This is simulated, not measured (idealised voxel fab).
This is a process module. Its name is voxel self aligned vias.
The figure presents cross-section cut, which has a width of 210 nm and is divided into square cells with an edge length of 5 nm.
Notation: cross-section as square-cell grid; stated in bands, top first, going down; one or more cell rows per band.
Read a band's entry like this: the first values are the height of its top and the height of its bottom in nm, and what follows is the sequence of materials from left to right, each with its width in nm. Note that "empty" is empty space, and that a single material marked "all across" reaches across the band from edge to edge.
We count height from 0. Below that, the starting wafer is all one material. The lowest band never ends at the bottom but goes on down; see "0..down" for how that is written.
Graded width ("30->40"): value in top row of band = first number; value in bottom row = second number; row-to-row change constant.
Basically "nothing different" means that step didn't change any cell in the cross-section.
The list in "Closed void list" covers empty spaces of 8 cells or more that cannot reach the top through any open way, and it gives each as width x height at distance; the distance is from the left edge, and width, height and distance are in nm.
Where a step's line continues beyond its settings, the continuation is a remark by the simulator itself on that step.
You can add "overlay nm" to a step's line. For a step with a mask, it describes how far the mask lay to the right of its planned position, and a negative number describes a lay to the left.

### The planned process steps are enumerated hereunder
1. RECEIVE [material Si]
2. CONFORMAL_DEP [material SiO2] [thk nm 15]
3. CONFORMAL_DEP [material SiCN] [thk nm 5]
4. DIRECTIONAL_DEP [material lowk] [thk nm 25]
5. DIRECTIONAL_DEP [material aC] [thk nm 15]
6. PATTERN [tone open] [mask id LINES] [material resist] [width nm 20] [pitch nm 50] [thk nm 35] [overlay nm 0]
7. DIRECTIONAL_ETCH [etch materials aC] [depth nm 15]
8. STRIP [etch materials resist]
9. DIRECTIONAL_ETCH [etch materials lowk] [depth nm 25]
10. STRIP [etch materials aC]
11. CONFORMAL_DEP [material TiN] [thk nm 5]
12. FILL_DEP [material W] [thk nm 5]
13. CMP [height nm 45]
14. SELECTIVE_ETCH [etch materials W Ru TiN] [depth nm 5]
15. FILL_DEP [material SiN] [thk nm 10]
16. CMP [height nm 45]
17. DIRECTIONAL_DEP [material lowk] [thk nm 20]
18. PATTERN [tone open] [mask id VIAS] [material resist] [width nm 30] [thk nm 15] [overlay nm 0]
19. DIRECTIONAL_ETCH [etch materials lowk] [depth nm 20]
20. DIRECTIONAL_ETCH [etch materials SiN] [depth nm 5]
21. STRIP [etch materials resist]
22. CONFORMAL_DEP [material TiN] [thk nm 5]
23. FILL_DEP [material Ru] [thk nm 10]
24. CMP [height nm 65]
25. CONFORMAL_DEP [material SiCN] [thk nm 5]

### Concerning the first of two wafers, which was run in accordance with the plan

### Shown in cross-section is the wafer as received, that is, as it stands after step 1
  0..down | Si all across
  Closed void list: none

### State of the wafer after step 2, shown in cross-section
  15..0 | SiO2 all across
  Beneath the level 0, the cross-section is identical to its previous state.

### State of the wafer after step 3, shown in cross-section
  20..15 | SiCN all across
  Beneath the level 15, the cross-section is identical to its previous state.

### State of the wafer after step 4, shown in cross-section
  45..20 | lowk all across
  Beneath the level 20, the cross-section is identical to its previous state.

### State of the wafer after step 5, shown in cross-section
  60..45 | aC all across
  Beneath the level 45, the cross-section is identical to its previous state.

### State of the wafer after step 6, shown in cross-section
  95..60 | 70 resist / 20 empty / 30 resist / 20 empty / 70 resist
  Beneath the level 60, the cross-section is identical to its previous state.

### State of the wafer after step 7, shown in cross-section
  80..60 | 70 resist / 20 empty / 30 resist / 20 empty / 70 resist
  60..45 | 70 aC / 20 empty / 30 aC / 20 empty / 70 aC
  Beneath the level 45, the cross-section is identical to its previous state.

### State of the wafer after step 8, shown in cross-section
  60..45 | 70 aC / 20 empty / 30 aC / 20 empty / 70 aC
  Beneath the level 45, the cross-section is identical to its previous state.

### State of the wafer after step 9, shown in cross-section
  60..45 | 70 aC / 20 empty / 30 aC / 20 empty / 70 aC
  45..20 | 70 lowk / 20 empty / 30 lowk / 20 empty / 70 lowk
  Beneath the level 20, the cross-section is identical to its previous state.

### State of the wafer after step 10, shown in cross-section
  45..20 | 70 lowk / 20 empty / 30 lowk / 20 empty / 70 lowk
  Beneath the level 20, the cross-section is identical to its previous state.

### State of the wafer after step 11, shown in cross-section
  50..45 | 75 TiN / 10 empty / 40 TiN / 10 empty / 75 TiN
  45..25 | 70 lowk / 5 TiN / 10 empty / 5 TiN / 30 lowk / 5 TiN / 10 empty / 5 TiN / 70 lowk
  25..20 | 70 lowk / 20 TiN / 30 lowk / 20 TiN / 70 lowk
  Beneath the level 20, the cross-section is identical to its previous state.

### State of the wafer after step 12, shown in cross-section
  55..50 | W all across
  50..45 | 75 TiN / 10 W / 40 TiN / 10 W / 75 TiN
  45..25 | 70 lowk / 5 TiN / 10 W / 5 TiN / 30 lowk / 5 TiN / 10 W / 5 TiN / 70 lowk
  Beneath the level 25, the cross-section is identical to its previous state.

### State of the wafer after step 13, shown in cross-section
  45..25 | 70 lowk / 5 TiN / 10 W / 5 TiN / 30 lowk / 5 TiN / 10 W / 5 TiN / 70 lowk
  Beneath the level 25, the cross-section is identical to its previous state.

### State of the wafer after step 14, shown in cross-section
  45..40 | 70 lowk / 20 empty / 30 lowk / 20 empty / 70 lowk
  Beneath the level 40, the cross-section is identical to its previous state.

### State of the wafer after step 15, shown in cross-section
  55..45 | SiN all across
  45..40 | 70 lowk / 20 SiN / 30 lowk / 20 SiN / 70 lowk
  Beneath the level 40, the cross-section is identical to its previous state.

### State of the wafer after step 16, shown in cross-section
  45..40 | 70 lowk / 20 SiN / 30 lowk / 20 SiN / 70 lowk
  Beneath the level 40, the cross-section is identical to its previous state.

### State of the wafer after step 17, shown in cross-section
  65..45 | lowk all across
  Beneath the level 45, the cross-section is identical to its previous state.

### State of the wafer after step 18, shown in cross-section
  80..65 | 65 resist / 30 empty / 115 resist
  Beneath the level 65, the cross-section is identical to its previous state.

### State of the wafer after step 19, shown in cross-section
  80..65 | 65 resist / 30 empty / 115 resist
  65..45 | 65 lowk / 30 empty / 115 lowk
  Beneath the level 45, the cross-section is identical to its previous state.

### State of the wafer after step 20, shown in cross-section
  80..65 | 65 resist / 30 empty / 115 resist
  65..45 | 65 lowk / 30 empty / 115 lowk
  45..40 | 70 lowk / 20 empty / 30 lowk / 20 SiN / 70 lowk
  Beneath the level 40, the cross-section is identical to its previous state.

### State of the wafer after step 21, shown in cross-section
  65..45 | 65 lowk / 30 empty / 115 lowk
  Beneath the level 45, the cross-section is identical to its previous state.

### State of the wafer after step 22, shown in cross-section
  70..65 | 70 TiN / 20 empty / 120 TiN
  65..50 | 65 lowk / 5 TiN / 20 empty / 5 TiN / 115 lowk
  50..45 | 65 lowk / 10 TiN / 10 empty / 10 TiN / 115 lowk
  45..40 | 70 lowk / 20 TiN / 30 lowk / 20 SiN / 70 lowk
  Beneath the level 40, the cross-section is identical to its previous state.

### State of the wafer after step 23, shown in cross-section
  80..70 | Ru all across
  70..65 | 70 TiN / 20 Ru / 120 TiN
  65..50 | 65 lowk / 5 TiN / 20 Ru / 5 TiN / 115 lowk
  50..45 | 65 lowk / 10 TiN / 10 Ru / 10 TiN / 115 lowk
  Beneath the level 45, the cross-section is identical to its previous state.

### State of the wafer after step 24, shown in cross-section
  65..50 | 65 lowk / 5 TiN / 20 Ru / 5 TiN / 115 lowk
  Beneath the level 50, the cross-section is identical to its previous state.

### State of the wafer after step 25, shown in cross-section
  70..65 | SiCN all across
  Beneath the level 65, the cross-section is identical to its previous state.

### Wafer two. Identical start, identical plan. One mistake in execution. Identical history through step 18

### Second wafer cross-section, taken as of the time the plan sets for step 19 to be done
  80..65 | 65 resist / 30 empty / 115 resist
  65..45 | 65 lowk / 30 empty / 115 lowk
  45..40 | 65 lowk / 5 empty / 20 SiN / 5 empty / 25 lowk / 20 SiN / 70 lowk
  40..25 | 65 lowk / 5 empty / 5 TiN / 10 W / 5 TiN / 5 empty / 25 lowk / 5 TiN / 10 W / 5 TiN / 70 lowk
  Beneath the level 25, the cross-section is identical to its previous state.

### Second wafer cross-section, taken as of the time the plan sets for step 20 to be done
  80..65 | 65 resist / 30 empty / 115 resist
  65..45 | 65 lowk / 30 empty / 115 lowk
  45..40 | 65 lowk / 30 empty / 25 lowk / 20 SiN / 70 lowk
  Beneath the level 40, the cross-section is identical to its previous state.

### Second wafer cross-section, taken as of the time the plan sets for step 21 to be done
  65..45 | 65 lowk / 30 empty / 115 lowk
  Beneath the level 45, the cross-section is identical to its previous state.

### Second wafer cross-section, taken as of the time the plan sets for step 22 to be done
  70..65 | 70 TiN / 20 empty / 120 TiN
  65..45 | 65 lowk / 5 TiN / 20 empty / 5 TiN / 115 lowk
  45..40 | 65 lowk / 30 TiN / 25 lowk / 20 SiN / 70 lowk
  40..25 | 65 lowk / 10 TiN / 10 W / 10 TiN / 25 lowk / 5 TiN / 10 W / 5 TiN / 70 lowk
  Beneath the level 25, the cross-section is identical to its previous state.

### Second wafer cross-section, taken as of the time the plan sets for step 23 to be done
  80..70 | Ru all across
  70..65 | 70 TiN / 20 Ru / 120 TiN
  65..45 | 65 lowk / 5 TiN / 20 Ru / 5 TiN / 115 lowk
  Beneath the level 45, the cross-section is identical to its previous state.

### Second wafer cross-section, taken as of the time the plan sets for step 24 to be done
  65..45 | 65 lowk / 5 TiN / 20 Ru / 5 TiN / 115 lowk
  Beneath the level 45, the cross-section is identical to its previous state.

### Second wafer cross-section, taken as of the time the plan sets for step 25 to be done
  70..65 | SiCN all across
  Beneath the level 65, the cross-section is identical to its previous state.
In executing the process, a mistake was made relative to the plan: yeah, plan step 19 got run twice
End check, counted in cells, second wafer has more or fewer of these materials than the first: Ru +2, TiN +6, lowk -8
